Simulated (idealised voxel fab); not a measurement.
process module | voxel double patterning
cross-section cut | 295 nm wide | cells 5 nm
A cross-section is a grid of square cells, given in bands from the top down. A band is one or more rows of cells.
Each band's line starts with the height of the band's top and of its bottom, in nm. Then come its materials from left to right, each with its width in nm. One material with "throughout" fills the band from edge to edge. "air" is empty space.
Height 0 is the level under which the wafer as received is all one material. The lowest band goes on downwards, as in "0 down".
A width such as "30 to 40" changes by the same amount from each row of cells to the next, from the band's top row to its bottom row.
"no change" after a step means that no cell of the cross-section changed.
closed voids: empty space of 8 cells or more with no open way to the top, each as width x height at its distance from the left edge, in nm
after a step's settings: what the simulator itself notes on the step
overlay nm, on a step with a mask: how far to the right of its planned place the mask lay; to the left if negative
plan
1 op RECEIVE | material Si
2 op CONFORMAL_DEP | material SiO2 | thk nm 10
3 op DIRECTIONAL_DEP | material polySi | thk nm 15
4 op DIRECTIONAL_DEP | material SiCN | thk nm 10
5 op MASKED_ETCH | tone open | mask id FIRST | width nm 15 | pitch nm 50 | etch materials SiCN | depth nm 10 | overlay nm 0
6 op DIRECTIONAL_DEP | material aC | thk nm 15
7 op PATTERN | tone open | mask id SECOND | material resist | width nm 15 | pitch nm 50 | thk nm 35 | overlay nm 0
8 op DIRECTIONAL_ETCH | etch materials aC | depth nm 15
9 op STRIP | etch materials resist
10 op DIRECTIONAL_ETCH | etch materials SiCN | depth nm 10
11 op STRIP | etch materials aC
12 op DIRECTIONAL_ETCH | etch materials polySi | depth nm 15
13 op STRIP | etch materials SiCN
as received, after step 1
  0 down: Si throughout
  closed voids: none
first wafer at the end, as planned
  25 to 10: polySi 90 | air 15 | polySi 10 | air 15 | polySi 10 | air 15 | polySi 10 | air 15 | polySi 10 | air 15 | polySi 90
  10 to 0: SiO2 throughout
  0 down: Si throughout
  closed voids: none
second wafer at the end: like start, like plan, one mistake
  25 to 15: SiO2 throughout
  15 to 0: polySi throughout
  0 down: Si throughout
  closed voids: none
what went wrong: steps 2 and 3 were swapped
at the end the second wafer has, in cells: 45 more of polySi
